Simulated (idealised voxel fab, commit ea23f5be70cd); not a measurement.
The document below concerns the process module designated voxel gate over fins.
Square cells of 5 nm make up the cross-section cut, whose width is 165 nm.
This document writes a cross-section as a grid whose cells are square, and gives it as bands, listed from the top down; one or more rows of cells form a band.
A band entry consists of two parts. The first gives the height of the band's top and the height of its bottom, in nm. The rest lists the band's materials from left to right, each with its width in nm. A single material labelled with the word "all across" fills the band from edge to edge, and the word "air" marks empty space.
It should be noted that heights are counted from 0, beneath which the wafer as supplied is of one material throughout, and that the lowest band possesses no lower boundary but continues downward, as written in "0 -> down".
The two numbers in a width such as "30->40" mark its ends across the band: the first belongs to the top row of cells, the second to the bottom row, and from each row to the next the width moves by the same amount.
"nothing altered", as given for a step, is the statement that not any cell of the cross-section underwent a change during that step.
Enclosed voids (no open way to top), threshold 8 cells or more, entry "Closed void catalog", notation width x height at distance, distance from left edge, nm.
Heads up: the bit after the settings on a step's line is the simulator's remark on that step.
overlay nm: mask offset rightward from planned place, masked step; negative means leftward offset.
### Below is the list of planned process steps
1: RECEIVE with material Si
2: CONFORMAL_DEP with material SiN, thk nm 5
3: MASKED_ETCH with tone cover, mask id FINS, width nm 15, pitch nm 45, etch materials SiN, depth nm 5, overlay nm 0
4: MASKED_ETCH with tone cover, mask id FINS, width nm 15, pitch nm 45, etch materials Si, depth nm 30, overlay nm 0
5: OXIDIZE with depth nm 5
6: FILL_DEP with material SiO2, thk nm 10
7: CMP with height nm 5
8: SELECTIVE_ETCH with etch materials SiO2, depth nm 20
9: STRIP with etch materials SiN
10: CONFORMAL_DEP with material HfO2, thk nm 5
11: CONFORMAL_DEP with material TiN, thk nm 5
12: FILL_DEP with material W, thk nm 15
13: CMP with height nm 20
14: CONFORMAL_DEP with material SiN, thk nm 10
### Run as planned: first of two wafers
### Wafer at receipt (post step 1), cross-section
0 -> down: Si all across
Closed void catalog: none
### Cross-section: wafer state after step 2
5 -> 0: SiN all across
Unchanged below 0.
### Cross-section: wafer state after step 3
5 -> 0: air=30, SiN=15, air=30, SiN=15, air=30, SiN=15, air=30
Unchanged below 0.
### Cross-section: wafer state after step 4
5 -> 0: air=30, SiN=15, air=30, SiN=15, air=30, SiN=15, air=30
0 -> -30: air=30, Si=15, air=30, Si=15, air=30, Si=15, air=30
Unchanged below -30.
### Cross-section: wafer state after step 5
5 -> 0: air=30, SiN=15, air=30, SiN=15, air=30, SiN=15, air=30
0 -> -30: air=30, SiO2=5, Si=5, SiO2=5, air=30, SiO2=5, Si=5, SiO2=5, air=30, SiO2=5, Si=5, SiO2=5, air=30
-30 -> -35: SiO2=35, Si=5, SiO2=40, Si=5, SiO2=40, Si=5, SiO2=35
Unchanged below -35.
### Cross-section: wafer state after step 6
15 -> 5: SiO2 all across
5 -> 0: SiO2=30, SiN=15, SiO2=30, SiN=15, SiO2=30, SiN=15, SiO2=30
0 -> -35: SiO2=35, Si=5, SiO2=40, Si=5, SiO2=40, Si=5, SiO2=35
Unchanged below -35.
### Cross-section: wafer state after step 7
5 -> 0: SiO2=30, SiN=15, SiO2=30, SiN=15, SiO2=30, SiN=15, SiO2=30
Unchanged below 0.
### Cross-section: wafer state after step 8
5 -> 0: air=30, SiN=15, air=30, SiN=15, air=30, SiN=15, air=30
0 -> -15: air=35, Si=5, air=40, Si=5, air=40, Si=5, air=35
Unchanged below -15.
### Cross-section: wafer state after step 9
0 -> -15: air=35, Si=5, air=40, Si=5, air=40, Si=5, air=35
Unchanged below -15.
### Cross-section: wafer state after step 10
5 -> 0: air=30, HfO2=15, air=30, HfO2=15, air=30, HfO2=15, air=30
0 -> -10: air=30, HfO2=5, Si=5, HfO2=5, air=30, HfO2=5, Si=5, HfO2=5, air=30, HfO2=5, Si=5, HfO2=5, air=30
-10 -> -15: HfO2=35, Si=5, HfO2=40, Si=5, HfO2=40, Si=5, HfO2=35
Unchanged below -15.
### Cross-section: wafer state after step 11
10 -> 5: air=25, TiN=25, air=20, TiN=25, air=20, TiN=25, air=25
5 -> 0: air=25, TiN=5, HfO2=15, TiN=5, air=20, TiN=5, HfO2=15, TiN=5, air=20, TiN=5, HfO2=15, TiN=5, air=25
0 -> -5: air=25, TiN=5, HfO2=5, Si=5, HfO2=5, TiN=5, air=20, TiN=5, HfO2=5, Si=5, HfO2=5, TiN=5, air=20, TiN=5, HfO2=5, Si=5, HfO2=5, TiN=5, air=25
-5 -> -10: TiN=30, HfO2=5, Si=5, HfO2=5, TiN=30, HfO2=5, Si=5, HfO2=5, TiN=30, HfO2=5, Si=5, HfO2=5, TiN=30
Unchanged below -10.
### Cross-section: wafer state after step 12
25 -> 10: W all across
10 -> 5: W=25, TiN=25, W=20, TiN=25, W=20, TiN=25, W=25
5 -> 0: W=25, TiN=5, HfO2=15, TiN=5, W=20, TiN=5, HfO2=15, TiN=5, W=20, TiN=5, HfO2=15, TiN=5, W=25
0 -> -5: W=25, TiN=5, HfO2=5, Si=5, HfO2=5, TiN=5, W=20, TiN=5, HfO2=5, Si=5, HfO2=5, TiN=5, W=20, TiN=5, HfO2=5, Si=5, HfO2=5, TiN=5, W=25
Unchanged below -5.
### Cross-section: wafer state after step 13
20 -> 10: W all across
Unchanged below 10.
### Cross-section: wafer state after step 14
30 -> 20: SiN all across
Unchanged below 20.
### The remaining wafer, second of the two, started like the first and was run to the same plan, except that one mistake was made along the way; the two coincide through step 2, inclusive
### Planned end of step 3: second wafer, cross-section
5 -> 0: air=20, SiN=15, air=30, SiN=15, air=30, SiN=15, air=40
Unchanged below 0.
### Planned end of step 4: second wafer, cross-section
5 -> 0: air=20, SiN=15, air=30, SiN=15, air=30, SiN=15, air=40
0 -> -30: air=20, Si=25, air=20, Si=25, air=20, Si=25, air=30
Unchanged below -30.
### Planned end of step 5: second wafer, cross-section
5 -> 0: air=20, SiN=15, air=30, SiN=15, air=30, SiN=15, air=40
0 -> -5: air=20, SiO2=5, Si=5, SiO2=15, air=20, SiO2=5, Si=5, SiO2=15, air=20, SiO2=5, Si=5, SiO2=15, air=30
-5 -> -30: air=20, SiO2=5, Si=15, SiO2=5, air=20, SiO2=5, Si=15, SiO2=5, air=20, SiO2=5, Si=15, SiO2=5, air=30
-30 -> -35: SiO2=25, Si=15, SiO2=30, Si=15, SiO2=30, Si=15, SiO2=35
Unchanged below -35.
### Planned end of step 6: second wafer, cross-section
15 -> 5: SiO2 all across
5 -> 0: SiO2=20, SiN=15, SiO2=30, SiN=15, SiO2=30, SiN=15, SiO2=40
0 -> -5: SiO2=25, Si=5, SiO2=40, Si=5, SiO2=40, Si=5, SiO2=45
-5 -> -35: SiO2=25, Si=15, SiO2=30, Si=15, SiO2=30, Si=15, SiO2=35
Unchanged below -35.
### Planned end of step 7: second wafer, cross-section
5 -> 0: SiO2=20, SiN=15, SiO2=30, SiN=15, SiO2=30, SiN=15, SiO2=40
Unchanged below 0.
### Planned end of step 8: second wafer, cross-section
5 -> 0: air=20, SiN=15, air=30, SiN=15, air=30, SiN=15, air=40
0 -> -5: air=25, Si=5, air=40, Si=5, air=40, Si=5, air=45
-5 -> -15: air=25, Si=15, air=30, Si=15, air=30, Si=15, air=35
Unchanged below -15.
### Planned end of step 9: second wafer, cross-section
0 -> -5: air=25, Si=5, air=40, Si=5, air=40, Si=5, air=45
Unchanged below -5.
### Planned end of step 10: second wafer, cross-section
5 -> 0: air=20, HfO2=15, air=30, HfO2=15, air=30, HfO2=15, air=40
0 -> -10: air=20, HfO2=5, Si=5->15, HfO2=15->5, air=20, HfO2=5, Si=5->15, HfO2=15->5, air=20, HfO2=5, Si=5->15, HfO2=15->5, air=30
-10 -> -15: HfO2=25, Si=15, HfO2=30, Si=15, HfO2=30, Si=15, HfO2=35
Unchanged below -15.
### Planned end of step 11: second wafer, cross-section
10 -> 5: air=15, TiN=25, air=20, TiN=25, air=20, TiN=25, air=35
5 -> 0: air=15, TiN=5, HfO2=15, TiN=15, air=10, TiN=5, HfO2=15, TiN=15, air=10, TiN=5, HfO2=15, TiN=15, air=25
0 -> -5: air=15, TiN=5, HfO2=5, Si=5, HfO2=15, TiN=5, air=10, TiN=5, HfO2=5, Si=5, HfO2=15, TiN=5, air=10, TiN=5, HfO2=5, Si=5, HfO2=15, TiN=5, air=25
-5 -> -10: TiN=20, HfO2=5, Si=15, HfO2=5, TiN=20, HfO2=5, Si=15, HfO2=5, TiN=20, HfO2=5, Si=15, HfO2=5, TiN=30
Unchanged below -10.
### Planned end of step 12: second wafer, cross-section
25 -> 10: W all across
10 -> 5: W=15, TiN=25, W=20, TiN=25, W=20, TiN=25, W=35
5 -> 0: W=15, TiN=5, HfO2=15, TiN=15, W=10, TiN=5, HfO2=15, TiN=15, W=10, TiN=5, HfO2=15, TiN=15, W=25
0 -> -5: W=15, TiN=5, HfO2=5, Si=5, HfO2=15, TiN=5, W=10, TiN=5, HfO2=5, Si=5, HfO2=15, TiN=5, W=10, TiN=5, HfO2=5, Si=5, HfO2=15, TiN=5, W=25
Unchanged below -5.
### Planned end of step 13: second wafer, cross-section
20 -> 10: W all across
Unchanged below 10.
### Planned end of step 14: second wafer, cross-section
30 -> 20: SiN all across
Unchanged below 20.
Heads up, the wafer didn't run the way we planned it: in deviation from the planned setting, step 3 was conducted as MASKED_ETCH with tone cover, mask id FINS, width nm 15, pitch nm 45, etch materials SiN, depth nm 5, overlay nm -10
The closing comparison, in cells, has the second wafer with more or fewer of some materials than the first: Si +36 | SiO2 -24 | W -12
